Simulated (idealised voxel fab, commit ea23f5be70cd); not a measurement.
You're looking at the process module voxel spacer lines.
The cross-section on display is named cut; it measures 275 nm wide, and its cells are 5 nm squares.
In this document a cross-section is written as a grid of square cells. It is given as a series of bands, listed from the top down, and a band is one or more rows of cells. Per band: top height and bottom height in nm, followed by the left-to-right materials and their widths in nm; "throughout" marks a single material spanning edge to edge, "blank" marks empty space. Where do heights start? At 0: under that level the wafer as delivered is made of one material only. And the lowest band has no floor; it just carries on downward, as in "0 -> down". When a width is written as two numbers, as in "30 to 40", the first number is the width in the top row of cells of the band and the second is the width in its bottom row, and the width changes by the same amount from each row to the next. You'll sometimes find "remained the same" written for a step, and that's the way of saying that nowhere in the cross-section did a cell change during that step. Completely sealed voids: empty space of 8 cells or more with no open way to the top, each as width x height at its distance from the left edge, in nm. It should be noted that, on the line of a given step, the content following the step's settings is a remark produced by the simulator itself with respect to that step. Steps that use a mask can have "overlay nm" on their line. It says how far the mask sat to the right of where it was meant to be. Negative means to the left.
The planned process steps are enumerated hereunder:
- 1: RECEIVE [material Si]
- 2: CONFORMAL_DEP [material SiO2] [thk nm 5]
- 3: DIRECTIONAL_DEP [material TiN] [thk nm 20]
- 4: DIRECTIONAL_DEP [material polySi] [thk nm 30]
- 5: PATTERN [tone cover] [mask id MANDREL] [material resist] [width nm 15] [pitch nm 60] [thk nm 40] [overlay nm 0]
- 6: DIRECTIONAL_ETCH [etch materials polySi] [depth nm 30]
- 7: STRIP [etch materials resist]
- 8: CONFORMAL_DEP [material SiN] [thk nm 15]
- 9: DIRECTIONAL_ETCH [etch materials SiN] [depth nm 15]
- 10: STRIP [etch materials polySi]
- 11: DIRECTIONAL_ETCH [etch materials TiN] [depth nm 20]
- 12: STRIP [etch materials SiN]
Incoming wafer, cross-sectional view, post step 1:
> 0 -> down: Si throughout
> Completely sealed voids: none
The cross-section shown corresponds to the wafer at the conclusion of the module. The initial structure and the process plan are those presented above; however, one mistake occurred in executing the plan:
> 25 -> 5: 70 of blank / 15 of TiN / 45 of blank / 15 of TiN / 45 of blank / 15 of TiN / 70 of blank
> 5 -> 0: SiO2 throughout
> 0 -> down: Si throughout
> Completely sealed voids: none
Want to know what went wrong? off-plan run, step 5, actual operation and settings PATTERN [tone open] [mask id MANDREL] [material resist] [width nm 15] [pitch nm 60] [thk nm 40] [overlay nm 0]
